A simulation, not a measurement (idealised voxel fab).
Proc. module: voxel fin reveal
Cross-section cut spans 250 nm and uses square cells 5 nm in size.
Square cells in a grid make up a cross-section in this document, and the grid is given as bands, listed from the top down, each one or more rows of cells. This entry defines a band. It first specifies the height of the band's top and the height of its bottom in nm, and then specifies the band's materials from left to right, stating each material with its width in nm. The word "all across" identifies a single material that fills the band from edge to edge, while the word "blank" identifies empty space. The level at which height equals 0 is the one under which the wafer, as it arrives, is entirely one material. No lower edge exists for the bottom band, which continues downward and is notated as in "z 0 and below". Width spec "30..40" -> top row of cells at first value, bottom row at second value, equal per-row change in between. "no alteration" -> step changed no cross-section cell. Basically, "Sealed-off cavities" tells you about the enclosed voids: empty spaces with no open way to the top, 8 cells or bigger, each written width x height at distance, where distance is from the left edge, all in nm. Text after the settings on a step's line: the simulator's own remark on that step. Regarding "overlay nm": on a step with a mask, it is the distance the mask lay to the right of its planned place; a negative value places it to the left.
## These are the steps we planned for the process
1) RECEIVE [material Si]
2) CONFORMAL_DEP [material SiN] [thk nm 10]
3) PATTERN [tone cover] [mask id FINS] [material resist] [width nm 15] [pitch nm 35] [thk nm 20] [overlay nm 0]
4) DIRECTIONAL_ETCH [etch materials SiN] [depth nm 10]
5) DIRECTIONAL_ETCH [etch materials Si] [depth nm 35]
6) STRIP [etch materials resist]
7) FILL_DEP [material SiO2] [thk nm 10]
8) CMP [height nm 10]
9) SELECTIVE_ETCH [etch materials SiO2] [depth nm 25]
10) STRIP [etch materials SiN]
11) CONFORMAL_DEP [material HfO2] [thk nm 5]
## first wafer, as planned
## Here's what the wafer looked like in cross-section when it arrived - that's after step 1
z 0 and below | Si all across
Sealed-off cavities: none
## You're looking at a cross-section of the wafer after step 2
z 10 to 0 | SiN all across
For the remainder of the cross-section, below 0, there is no change.
## You're looking at a cross-section of the wafer after step 3
z 30 to 10 | 65 of blank  15 of resist  20 of blank  15 of resist  20 of blank  15 of resist  20 of blank  15 of resist  65 of blank
For the remainder of the cross-section, below 10, there is no change.
## You're looking at a cross-section of the wafer after step 4
z 30 to 10 | 65 of blank  15 of resist  20 of blank  15 of resist  20 of blank  15 of resist  20 of blank  15 of resist  65 of blank
z 10 to 0 | 65 of blank  15 of SiN  20 of blank  15 of SiN  20 of blank  15 of SiN  20 of blank  15 of SiN  65 of blank
For the remainder of the cross-section, below 0, there is no change.
## You're looking at a cross-section of the wafer after step 5
z 30 to 10 | 65 of blank  15 of resist  20 of blank  15 of resist  20 of blank  15 of resist  20 of blank  15 of resist  65 of blank
z 10 to 0 | 65 of blank  15 of SiN  20 of blank  15 of SiN  20 of blank  15 of SiN  20 of blank  15 of SiN  65 of blank
z 0 to -35 | 65 of blank  15 of Si  20 of blank  15 of Si  20 of blank  15 of Si  20 of blank  15 of Si  65 of blank
For the remainder of the cross-section, below -35, there is no change.
## You're looking at a cross-section of the wafer after step 6
z 10 to 0 | 65 of blank  15 of SiN  20 of blank  15 of SiN  20 of blank  15 of SiN  20 of blank  15 of SiN  65 of blank
For the remainder of the cross-section, below 0, there is no change.
## You're looking at a cross-section of the wafer after step 7
z 20 to 10 | SiO2 all across
z 10 to 0 | 65 of SiO2  15 of SiN  20 of SiO2  15 of SiN  20 of SiO2  15 of SiN  20 of SiO2  15 of SiN  65 of SiO2
z 0 to -35 | 65 of SiO2  15 of Si  20 of SiO2  15 of Si  20 of SiO2  15 of Si  20 of SiO2  15 of Si  65 of SiO2
For the remainder of the cross-section, below -35, there is no change.
## You're looking at a cross-section of the wafer after step 8
z 10 to 0 | 65 of SiO2  15 of SiN  20 of SiO2  15 of SiN  20 of SiO2  15 of SiN  20 of SiO2  15 of SiN  65 of SiO2
For the remainder of the cross-section, below 0, there is no change.
## You're looking at a cross-section of the wafer after step 9
z 10 to 0 | 65 of blank  15 of SiN  20 of blank  15 of SiN  20 of blank  15 of SiN  20 of blank  15 of SiN  65 of blank
z 0 to -15 | 65 of blank  15 of Si  20 of blank  15 of Si  20 of blank  15 of Si  20 of blank  15 of Si  65 of blank
For the remainder of the cross-section, below -15, there is no change.
## You're looking at a cross-section of the wafer after step 10
z 0 to -15 | 65 of blank  15 of Si  20 of blank  15 of Si  20 of blank  15 of Si  20 of blank  15 of Si  65 of blank
For the remainder of the cross-section, below -15, there is no change.
## You're looking at a cross-section of the wafer after step 11
z 5 to 0 | 60 of blank  25 of HfO2  10 of blank  25 of HfO2  10 of blank  25 of HfO2  10 of blank  25 of HfO2  60 of blank
z 0 to -10 | 60 of blank  5 of HfO2  15 of Si  5 of HfO2  10 of blank  5 of HfO2  15 of Si  5 of HfO2  10 of blank  5 of HfO2  15 of Si  5 of HfO2  10 of blank  5 of HfO2  15 of Si  5 of HfO2  60 of blank
z -10 to -15 | 65 of HfO2  15 of Si  20 of HfO2  15 of Si  20 of HfO2  15 of Si  20 of HfO2  15 of Si  65 of HfO2
For the remainder of the cross-section, below -15, there is no change.
## Second wafer, same starting conditions and recipe as the first, one mistake in executing it, nothing differs from the first up to and including step 2
## Second wafer: cross-section at the scheduled end of step 3
z 30 to 10 | 65 of resist  15 of blank  20 of resist  15 of blank  20 of resist  15 of blank  20 of resist  15 of blank  65 of resist
For the remainder of the cross-section, below 10, there is no change.
## Second wafer: cross-section at the scheduled end of step 4
z 30 to 10 | 65 of resist  15 of blank  20 of resist  15 of blank  20 of resist  15 of blank  20 of resist  15 of blank  65 of resist
z 10 to 0 | 65 of SiN  15 of blank  20 of SiN  15 of blank  20 of SiN  15 of blank  20 of SiN  15 of blank  65 of SiN
For the remainder of the cross-section, below 0, there is no change.
## Second wafer: cross-section at the scheduled end of step 5
z 30 to 10 | 65 of resist  15 of blank  20 of resist  15 of blank  20 of resist  15 of blank  20 of resist  15 of blank  65 of resist
z 10 to 0 | 65 of SiN  15 of blank  20 of SiN  15 of blank  20 of SiN  15 of blank  20 of SiN  15 of blank  65 of SiN
z 0 to -35 | 65 of Si  15 of blank  20 of Si  15 of blank  20 of Si  15 of blank  20 of Si  15 of blank  65 of Si
For the remainder of the cross-section, below -35, there is no change.
## Second wafer: cross-section at the scheduled end of step 6
z 10 to 0 | 65 of SiN  15 of blank  20 of SiN  15 of blank  20 of SiN  15 of blank  20 of SiN  15 of blank  65 of SiN
For the remainder of the cross-section, below 0, there is no change.
## Second wafer: cross-section at the scheduled end of step 7
z 20 to 10 | SiO2 all across
z 10 to 0 | 65 of SiN  15 of SiO2  20 of SiN  15 of SiO2  20 of SiN  15 of SiO2  20 of SiN  15 of SiO2  65 of SiN
z 0 to -35 | 65 of Si  15 of SiO2  20 of Si  15 of SiO2  20 of Si  15 of SiO2  20 of Si  15 of SiO2  65 of Si
For the remainder of the cross-section, below -35, there is no change.
## Second wafer: cross-section at the scheduled end of step 8
z 10 to 0 | 65 of SiN  15 of SiO2  20 of SiN  15 of SiO2  20 of SiN  15 of SiO2  20 of SiN  15 of SiO2  65 of SiN
For the remainder of the cross-section, below 0, there is no change.
## Second wafer: cross-section at the scheduled end of step 9
z 10 to 0 | 65 of SiN  15 of blank  20 of SiN  15 of blank  20 of SiN  15 of blank  20 of SiN  15 of blank  65 of SiN
z 0 to -15 | 65 of Si  15 of blank  20 of Si  15 of blank  20 of Si  15 of blank  20 of Si  15 of blank  65 of Si
For the remainder of the cross-section, below -15, there is no change.
## Second wafer: cross-section at the scheduled end of step 10
z 0 to -15 | 65 of Si  15 of blank  20 of Si  15 of blank  20 of Si  15 of blank  20 of Si  15 of blank  65 of Si
For the remainder of the cross-section, below -15, there is no change.
## Second wafer: cross-section at the scheduled end of step 11
z 5 to 0 | 70 of HfO2  5 of blank  30 of HfO2  5 of blank  30 of HfO2  5 of blank  30 of HfO2  5 of blank  70 of HfO2
z 0 to -10 | 65 of Si  5 of HfO2  5 of blank  5 of HfO2  20 of Si  5 of HfO2  5 of blank  5 of HfO2  20 of Si  5 of HfO2  5 of blank  5 of HfO2  20 of Si  5 of HfO2  5 of blank  5 of HfO2  65 of Si
z -10 to -15 | 65 of Si  15 of HfO2  20 of Si  15 of HfO2  20 of Si  15 of HfO2  20 of Si  15 of HfO2  65 of Si
For the remainder of the cross-section, below -15, there is no change.
In executing the process, a mistake was made relative to the plan: step 3 did not use the planned setting and instead ran as PATTERN [tone open] [mask id FINS] [material resist] [width nm 15] [pitch nm 35] [thk nm 20] [overlay nm 0]
The final cell counts differ between the wafers, with the second having more or fewer of some materials than the first: +182 Si | -104 SiO2
